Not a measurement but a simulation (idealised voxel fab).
Process module in this document: voxel wiring stack
Cross-section cut spans 240 nm and uses square cells 5 nm in size.
Heads up, the way a cross-section reads in here is a grid of square cells, handed over as bands from the top down, with every band being one or more rows of cells.
Heights first: top, then bottom, in nm. Then materials, left to right, each with a width in nm. "edge to edge" on a single material: fills the band edge to edge. "air": empty space.
Height is counted from the level 0, under which the received wafer is composed throughout of one material. The lowest of the bands is not closed at the bottom but continues downward, in the notation "0 -> down".
The notation "30 to 40" denotes a width that varies across the rows of cells in the band, beginning at the first number in the top row, finishing at the second number in the bottom row, and changing by an identical amount from each row to the next.
You'll sometimes find "no modification" written for a step, and that's the way of saying that nowhere in the cross-section did a cell change during that step.
Each empty space that has no open way to the top and spans at least 8 cells appears under "Entrapped voids" as width x height at distance, the distance counted from the left edge, all in nm.
If you see something after the settings on a step's line, that's the simulator's own remark about that step.
The setting "overlay nm" may be written on the line of a step. When the step uses a mask, the value reports how far to the right of the planned place the mask lay, and a negative value reports that it lay to the left.

-- Listed below are the process steps as planned
1 op RECEIVE | material Si
2 op CONFORMAL_DEP | material SiO2 | thk nm 10
3 op DIRECTIONAL_DEP | material TiN | thk nm 5
4 op DIRECTIONAL_DEP | material Ru | thk nm 15
5 op DIRECTIONAL_DEP | material aC | thk nm 10
6 op PATTERN | tone cover | mask id METAL_1 | material resist | width nm 20 | pitch nm 50 | thk nm 30 | overlay nm 0
7 op DIRECTIONAL_ETCH | etch materials aC | depth nm 10
8 op STRIP | etch materials resist
9 op DIRECTIONAL_ETCH | etch materials Ru | depth nm 15
10 op DIRECTIONAL_ETCH | etch materials TiN | depth nm 5
11 op STRIP | etch materials aC
12 op CONFORMAL_DEP | material SiN | thk nm 5
13 op FILL_DEP | material SiO2 | thk nm 10
14 op CMP | height nm 30
15 op CONFORMAL_DEP | material SiCN | thk nm 5
16 op DIRECTIONAL_DEP | material lowk | thk nm 10
17 op PATTERN | tone open | mask id PLUG_1 | material resist | width nm 15 | pitch nm 50 | thk nm 15 | overlay nm 0
18 op DIRECTIONAL_ETCH | etch materials lowk | depth nm 10
19 op DIRECTIONAL_ETCH | etch materials SiCN | depth nm 5
20 op STRIP | etch materials resist
21 op EPI | material Ru | thk nm 10
22 op EPI | material Ru | thk nm 5
23 op CONFORMAL_DEP | material SiN | thk nm 5
24 op DIRECTIONAL_DEP | material SiO2 | thk nm 20
25 op PATTERN | tone open | mask id METAL_2 | material resist | width nm 20 | pitch nm 50 | thk nm 15 | overlay nm 0
26 op DIRECTIONAL_ETCH | etch materials SiO2 | depth nm 20
27 op DIRECTIONAL_ETCH | etch materials SiN | depth nm 5
28 op STRIP | etch materials resist
29 op CONFORMAL_DEP | material TiN | thk nm 5
30 op FILL_DEP | material Cu | thk nm 5
31 op CMP | height nm 70
32 op EPI | material Ru | thk nm 5
33 op FILL_DEP | material SiCN | thk nm 5
34 op DIRECTIONAL_DEP | material SiO2 | thk nm 15
35 op MASKED_ETCH | tone open | mask id PLUG_2 | width nm 15 | pitch nm 50 | etch materials SiO2 | depth nm 15 | overlay nm 0
36 op MASKED_ETCH | tone open | mask id PLUG_2 | width nm 15 | pitch nm 50 | etch materials SiCN | depth nm 5 | overlay nm 0
37 op EPI | material Ru | thk nm 10
38 op EPI | material Ru | thk nm 10
39 op DIRECTIONAL_DEP | material TiN | thk nm 5
40 op DIRECTIONAL_DEP | material Ru | thk nm 25
41 op MASKED_ETCH | tone cover | mask id METAL_3 | width nm 20 | pitch nm 50 | etch materials Ru | depth nm 25 | overlay nm 0
42 op MASKED_ETCH | tone cover | mask id METAL_3 | width nm 20 | pitch nm 50 | etch materials TiN | depth nm 5 | overlay nm 0
43 op FILL_DEP | material lowk | thk nm 5
44 op CMP | height nm 125
45 op CONFORMAL_DEP | material SiN | thk nm 5

-- Incoming wafer, cross-sectional view, post step 1
    0 -> down | Si edge to edge
    Entrapped voids: none

-- Post-module cross-section: identical start and plan to those above, one misstep in execution
    130 -> 125 | SiN edge to edge
    125 -> 100 | lowk 60 nm, then Ru 20 nm, then lowk 30 nm, then Ru 20 nm, then lowk 30 nm, then Ru 20 nm, then lowk 60 nm
    100 -> 95 | lowk 60 nm, then TiN 20 nm, then lowk 30 nm, then TiN 20 nm, then lowk 30 nm, then TiN 20 nm, then lowk 60 nm
    95 -> 80 | SiO2 60 nm, then Ru 15 nm, then SiO2 35 nm, then Ru 15 nm, then SiO2 35 nm, then Ru 15 nm, then SiO2 65 nm
    80 -> 70 | SiCN 60 to 45 nm, then Ru 15 to 30 nm, then SiCN 35 to 20 nm, then Ru 15 to 30 nm, then SiCN 35 to 20 nm, then Ru 15 to 30 nm, then SiCN 65 nm
    70 -> 50 | SiO2 50 nm, then TiN 5 nm, then Cu 10 nm, then TiN 5 nm, then SiO2 30 nm, then TiN 5 nm, then Cu 10 nm, then TiN 5 nm, then SiO2 30 nm, then TiN 5 nm, then Cu 10 nm, then TiN 5 nm, then SiO2 70 nm
    50 -> 45 | SiN 50 nm, then TiN 20 nm, then SiN 30 nm, then TiN 20 nm, then SiN 30 nm, then TiN 20 nm, then SiN 70 nm
    45 -> 35 | lowk 60 nm, then Ru 15 nm, then lowk 35 nm, then Ru 15 nm, then lowk 35 nm, then Ru 15 nm, then lowk 65 nm
    35 -> 30 | SiCN 60 nm, then Ru 15 nm, then SiCN 35 nm, then Ru 15 nm, then SiCN 35 nm, then Ru 15 nm, then SiCN 65 nm
    30 -> 15 | SiO2 55 nm, then SiN 5 nm, then Ru 20 nm, then SiN 5 nm, then SiO2 20 nm, then SiN 5 nm, then Ru 20 nm, then SiN 5 nm, then SiO2 20 nm, then SiN 5 nm, then Ru 20 nm, then SiN 5 nm, then SiO2 55 nm
    15 -> 10 | SiN 60 nm, then TiN 20 nm, then SiN 30 nm, then TiN 20 nm, then SiN 30 nm, then TiN 20 nm, then SiN 60 nm
    10 -> 0 | SiO2 edge to edge
    0 -> down | Si edge to edge
    Entrapped voids: none
Short version of what went wrong: so step 25 ended up running with a different setting than we planned, it ran as op PATTERN | tone open | mask id METAL_2 | material resist | width nm 20 | pitch nm 50 | thk nm 15 | overlay nm -10
